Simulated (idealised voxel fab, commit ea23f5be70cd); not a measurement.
Documented hereafter: the process module known as voxel self aligned contacts.
Cross-section cut spans 215 nm and uses square cells 5 nm in size.
Bands, listed from the top down, are how a cross-section gets written in this document; the cross-section itself is a grid of square cells, and a band is one or more rows of them. The band entry comprises the height of the band's top followed by the height of its bottom, expressed in nm, and subsequently the band's materials from left to right, each stated together with its width in nm. Where a single material is marked with the word "full width", that material fills the band from edge to edge. The word "blank" represents empty space. Basically, 0 is our baseline, since under it the wafer straight out of the box is all one material. The bottom band has no lower end and keeps on going down, so it looks like "from 0 down". Note: "30 to 40" means the width goes from the first number (top row of the band) to the second number (bottom row) in equal steps per row of cells. No cell of the cross-section changed in a step that is given as "remained the same". If an empty space has no open way to the top and is at least 8 cells in size, "Sealed voids" lists it, written width x height at distance, where distance is measured from the left edge and every value is in nm. Where a step's line continues beyond its settings, the continuation is a remark by the simulator itself on that step. A step line may carry the setting "overlay nm", which, for steps involving a mask, states the distance by which the mask lay to the right of its intended position; negative values denote displacement to the left.
**Process steps - plan**
1 RECEIVE with material Si
2 OXIDIZE with depth nm 5
3 DIRECTIONAL_DEP with material polySi, thk nm 20
4 DIRECTIONAL_DEP with material SiN, thk nm 20
5 MASKED_ETCH with tone cover, mask id GATE, width nm 30, pitch nm 55, etch materials SiN, depth nm 20, overlay nm 0
6 MASKED_ETCH with tone cover, mask id GATE, width nm 30, pitch nm 55, etch materials polySi, depth nm 20, overlay nm 0
7 CONFORMAL_DEP with material SiN, thk nm 5
8 DIRECTIONAL_ETCH with etch materials SiN, depth nm 5
9 FILL_DEP with material SiO2, thk nm 15
10 CMP with height nm 50
11 MASKED_ETCH with tone open, mask id CONTACT, width nm 35, etch materials SiO2, depth nm 55, overlay nm 0
12 CONFORMAL_DEP with material TiN, thk nm 5
13 FILL_DEP with material Ru, thk nm 10
14 CMP with height nm 50
15 CONFORMAL_DEP with material SiCN, thk nm 5
**Cross-section, incoming material, after step 1**
* from 0 down  Si full width
* Sealed voids: none
**The first of the two wafers as seen in cross-section once the module was finished; processing followed the plan**
* from 55 to 50  SiCN full width
* from 50 to 40  SiO2=90; TiN=5 to 15; Ru=25 to 5; TiN=5 to 15; SiO2=90
* from 40 to 20  SiO2=60; SiN=40; TiN=5; Ru=5; TiN=5; SiN=40; SiO2=60
* from 20 to 0  SiO2=60; SiN=5; polySi=30; SiN=5; TiN=5; Ru=5; TiN=5; SiN=5; polySi=30; SiN=5; SiO2=60
* from 0 to -5  SiO2=100; TiN=15; SiO2=100
* from -5 down  Si full width
* Sealed voids: none
**Here is the second of the two wafers cut open at the end of the module - same start, same plan as the first one, but we made one mistake running it**
* from 70 to 65  SiCN full width
* from 65 to 55  Ru full width
* from 55 to 50  TiN=95; Ru=25; TiN=95
* from 50 to 40  SiO2=90; TiN=5 to 15; Ru=25 to 5; TiN=5 to 15; SiO2=90
* from 40 to 20  SiO2=60; SiN=40; TiN=5; Ru=5; TiN=5; SiN=40; SiO2=60
* from 20 to 0  SiO2=60; SiN=5; polySi=30; SiN=5; TiN=5; Ru=5; TiN=5; SiN=5; polySi=30; SiN=5; SiO2=60
* from 0 to -5  SiO2=100; TiN=15; SiO2=100
* from -5 down  Si full width
* Sealed voids: none
In executing the process, a mistake was made relative to the plan: step 14 of the plan was omitted and not executed
In the final state, the cell counts of the second wafer exceed or fall short of those of the first for the following materials: Ru: 91 more; TiN: 38 more
